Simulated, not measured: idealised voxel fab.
process module | voxel ribs on slabs
cross-section cut | 265 nm wide | cells 5 nm
A cross-section is a grid of square cells, given in bands from the top down. A band is one or more rows of cells.
Each band's line starts with the height of the band's top and of its bottom, in nm. Then come its materials from left to right, each with its width in nm. One material with "throughout" fills the band from edge to edge. "air" is empty space.
Height 0 is the level under which the wafer as received is all one material. The lowest band goes on downwards, as in "0 down".
A width such as "30 to 40" changes by the same amount from each row of cells to the next, from the band's top row to its bottom row.
"no change" after a step means that no cell of the cross-section changed.
closed voids: empty space of 8 cells or more with no open way to the top, each as width x height at its distance from the left edge, in nm
after a step's settings: what the simulator itself notes on the step
overlay nm, on a step with a mask: how far to the right of its planned place the mask lay; to the left if negative
plan
1 op RECEIVE | material Si
2 op DIRECTIONAL_DEP | material SiO2 | thk nm 30
3 op DIRECTIONAL_DEP | material SiN | thk nm 20
4 op PATTERN | tone cover | mask id RIB | material resist | width nm 30 | thk nm 20 | overlay nm 0
5 op DIRECTIONAL_ETCH | etch materials SiN | depth nm 15
6 op STRIP | etch materials resist
7 op MASKED_ETCH | tone cover | mask id SLAB | width nm 90 | etch materials SiN | depth nm 5 | overlay nm 0
8 op FILL_DEP | material SiO2 | thk nm 25
9 op CMP | height nm 65
10 op DIRECTIONAL_DEP | material TiN | thk nm 10
11 op MASKED_ETCH | tone cover | mask id HEATER | width nm 40 | etch materials TiN | depth nm 10 | overlay nm 0
12 op CONFORMAL_DEP | material SiN | thk nm 5
as received, after step 1
  0 down: Si throughout
  closed voids: none
a wafer at the end: this start, this plan, one mistake
  80 to 75: air 105 | SiN 50 | air 110
  75 to 70: air 105 | SiN 5 | TiN 40 | SiN 5 | air 110
  70 to 65: SiN 110 | TiN 40 | SiN 115
  65 to 50: SiO2 throughout
  50 to 45: SiO2 85 | SiN 30 | SiO2 30 | SiN 30 | SiO2 90
  45 to 35: SiN 115 | SiO2 30 | SiN 120
  35 to 30: SiN throughout
  30 to 0: SiO2 throughout
  0 down: Si throughout
  closed voids: none
what went wrong: step 4 ran as: op PATTERN | tone open | mask id RIB | material resist | width nm 30 | thk nm 20 | overlay nm 0
